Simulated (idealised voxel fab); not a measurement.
process module | voxel self aligned vias
cross-section cut | 240 nm wide | cells 5 nm
A cross-section is a grid of square cells, given in bands from the top down. A band is one or more rows of cells.
Each band's line starts with the height of the band's top and of its bottom, in nm. Then come its materials from left to right, each with its width in nm. One material with "throughout" fills the band from edge to edge. "air" is empty space.
Height 0 is the level under which the wafer as received is all one material. The lowest band goes on downwards, as in "0 down".
A width such as "30 to 40" changes by the same amount from each row of cells to the next, from the band's top row to its bottom row.
"no change" after a step means that no cell of the cross-section changed.
closed voids: empty space of 8 cells or more with no open way to the top, each as width x height at its distance from the left edge, in nm
after a step's settings: what the simulator itself notes on the step
overlay nm, on a step with a mask: how far to the right of its planned place the mask lay; to the left if negative
plan
1 op RECEIVE | material Si
2 op CONFORMAL_DEP | material SiO2 | thk nm 10
3 op CONFORMAL_DEP | material SiCN | thk nm 5
4 op DIRECTIONAL_DEP | material SiO2 | thk nm 20
5 op PATTERN | tone open | mask id LINES | material resist | width nm 25 | pitch nm 60 | thk nm 20 | overlay nm 0
6 op DIRECTIONAL_ETCH | etch materials SiO2 | depth nm 20
7 op STRIP | etch materials resist
8 op CONFORMAL_DEP | material TiN | thk nm 5
9 op FILL_DEP | material W | thk nm 10
10 op CMP | height nm 35
11 op SELECTIVE_ETCH | etch materials W Ru TiN | depth nm 10
12 op FILL_DEP | material SiN | thk nm 10
13 op CMP | height nm 35
14 op DIRECTIONAL_DEP | material SiO2 | thk nm 20
15 op DIRECTIONAL_DEP | material aC | thk nm 15
16 op PATTERN | tone open | mask id VIAS | material resist | width nm 35 | thk nm 35 | overlay nm 0
17 op DIRECTIONAL_ETCH | etch materials aC | depth nm 15
18 op STRIP | etch materials resist
19 op DIRECTIONAL_ETCH | etch materials SiO2 | depth nm 20
20 op DIRECTIONAL_ETCH | etch materials SiN | depth nm 10
21 op STRIP | etch materials aC
22 op CONFORMAL_DEP | material TiN | thk nm 5
23 op FILL_DEP | material Ru | thk nm 10
24 op CMP | height nm 55
25 op CONFORMAL_DEP | material SiN | thk nm 5
first wafer, as planned
as received, after step 1
  0 down: Si throughout
  closed voids: none
after step 2
  10 to 0: SiO2 throughout
  below 0: unchanged
after step 3
  15 to 10: SiCN throughout
  below 10: unchanged
after step 4
  35 to 15: SiO2 throughout
  below 15: unchanged
after step 5
  55 to 35: resist 75 | air 25 | resist 35 | air 25 | resist 80
  below 35: unchanged
after step 6
  55 to 35: resist 75 | air 25 | resist 35 | air 25 | resist 80
  35 to 15: SiO2 75 | air 25 | SiO2 35 | air 25 | SiO2 80
  below 15: unchanged
after step 7
  35 to 15: SiO2 75 | air 25 | SiO2 35 | air 25 | SiO2 80
  below 15: unchanged
after step 8
  40 to 35: TiN 80 | air 15 | TiN 45 | air 15 | TiN 85
  35 to 20: SiO2 75 | TiN 5 | air 15 | TiN 5 | SiO2 35 | TiN 5 | air 15 | TiN 5 | SiO2 80
  20 to 15: SiO2 75 | TiN 25 | SiO2 35 | TiN 25 | SiO2 80
  below 15: unchanged
after step 9
  50 to 40: W throughout
  40 to 35: TiN 80 | W 15 | TiN 45 | W 15 | TiN 85
  35 to 20: SiO2 75 | TiN 5 | W 15 | TiN 5 | SiO2 35 | TiN 5 | W 15 | TiN 5 | SiO2 80
  below 20: unchanged
after step 10
  35 to 20: SiO2 75 | TiN 5 | W 15 | TiN 5 | SiO2 35 | TiN 5 | W 15 | TiN 5 | SiO2 80
  below 20: unchanged
after step 11
  35 to 25: SiO2 75 | air 25 | SiO2 35 | air 25 | SiO2 80
  below 25: unchanged
after step 12
  45 to 35: SiN throughout
  35 to 25: SiO2 75 | SiN 25 | SiO2 35 | SiN 25 | SiO2 80
  below 25: unchanged
after step 13
  35 to 25: SiO2 75 | SiN 25 | SiO2 35 | SiN 25 | SiO2 80
  below 25: unchanged
after step 14
  55 to 35: SiO2 throughout
  below 35: unchanged
after step 15
  70 to 55: aC throughout
  below 55: unchanged
after step 16
  105 to 70: resist 70 | air 35 | resist 135
  below 70: unchanged
after step 17
  90 to 70: resist 70 | air 35 | resist 135
  70 to 55: aC 70 | air 35 | aC 135
  below 55: unchanged
after step 18
  70 to 55: aC 70 | air 35 | aC 135
  below 55: unchanged
after step 19
  70 to 55: aC 70 | air 35 | aC 135
  55 to 35: SiO2 70 | air 35 | SiO2 135
  below 35: unchanged
after step 20
  70 to 55: aC 70 | air 35 | aC 135
  55 to 35: SiO2 70 | air 35 | SiO2 135
  35 to 25: SiO2 75 | air 25 | SiO2 35 | SiN 25 | SiO2 80
  below 25: unchanged
after step 21
  55 to 35: SiO2 70 | air 35 | SiO2 135
  below 35: unchanged
after step 22
  60 to 55: TiN 75 | air 25 | TiN 140
  55 to 40: SiO2 70 | TiN 5 | air 25 | TiN 5 | SiO2 135
  40 to 35: SiO2 70 | TiN 10 | air 15 | TiN 10 | SiO2 135
  35 to 30: SiO2 75 | TiN 5 | air 15 | TiN 5 | SiO2 35 | SiN 25 | SiO2 80
  30 to 25: SiO2 75 | TiN 25 | SiO2 35 | SiN 25 | SiO2 80
  below 25: unchanged
after step 23
  70 to 60: Ru throughout
  60 to 55: TiN 75 | Ru 25 | TiN 140
  55 to 40: SiO2 70 | TiN 5 | Ru 25 | TiN 5 | SiO2 135
  40 to 35: SiO2 70 | TiN 10 | Ru 15 | TiN 10 | SiO2 135
  35 to 30: SiO2 75 | TiN 5 | Ru 15 | TiN 5 | SiO2 35 | SiN 25 | SiO2 80
  below 30: unchanged
after step 24
  55 to 40: SiO2 70 | TiN 5 | Ru 25 | TiN 5 | SiO2 135
  below 40: unchanged
after step 25
  60 to 55: SiN throughout
  below 55: unchanged
second wafer: like start, like plan, one mistake. Through step 15 it matches the first wafer
when step 16 should have ended
  105 to 70: air 70 | resist 35 | air 135
  below 70: unchanged
when step 17 should have ended
  90 to 70: air 70 | resist 35 | air 135
  70 to 55: air 70 | aC 35 | air 135
  below 55: unchanged
when step 18 should have ended
  70 to 55: air 70 | aC 35 | air 135
  below 55: unchanged
when step 19 should have ended
  70 to 55: air 70 | aC 35 | air 135
  55 to 35: air 70 | SiO2 35 | air 135
  below 35: unchanged
when step 20 should have ended
  70 to 55: air 70 | aC 35 | air 135
  55 to 35: air 70 | SiO2 35 | air 135
  35 to 25: SiO2 75 | SiN 25 | SiO2 35 | air 25 | SiO2 80
  below 25: unchanged
when step 21 should have ended
  55 to 35: air 70 | SiO2 35 | air 135
  below 35: unchanged
when step 22 should have ended
  60 to 55: air 65 | TiN 45 | air 130
  55 to 40: air 65 | TiN 5 | SiO2 35 | TiN 5 | air 130
  40 to 35: TiN 70 | SiO2 35 | TiN 35 | air 15 | TiN 85
  35 to 30: SiO2 75 | SiN 25 | SiO2 35 | TiN 5 | air 15 | TiN 5 | SiO2 80
  30 to 25: SiO2 75 | SiN 25 | SiO2 35 | TiN 25 | SiO2 80
  below 25: unchanged
when step 23 should have ended
  70 to 60: Ru throughout
  60 to 55: Ru 65 | TiN 45 | Ru 130
  55 to 40: Ru 65 | TiN 5 | SiO2 35 | TiN 5 | Ru 130
  40 to 35: TiN 70 | SiO2 35 | TiN 35 | Ru 15 | TiN 85
  35 to 30: SiO2 75 | SiN 25 | SiO2 35 | TiN 5 | Ru 15 | TiN 5 | SiO2 80
  below 30: unchanged
when step 24 should have ended
  55 to 40: Ru 65 | TiN 5 | SiO2 35 | TiN 5 | Ru 130
  below 40: unchanged
when step 25 should have ended
  60 to 55: SiN throughout
  below 55: unchanged
what went wrong: step 16 ran as: op PATTERN | tone cover | mask id VIAS | material resist | width nm 35 | thk nm 35 | overlay nm 0
at the end the second wafer has, in cells: 102 more of Ru | 136 fewer of SiO2 | 34 more of TiN
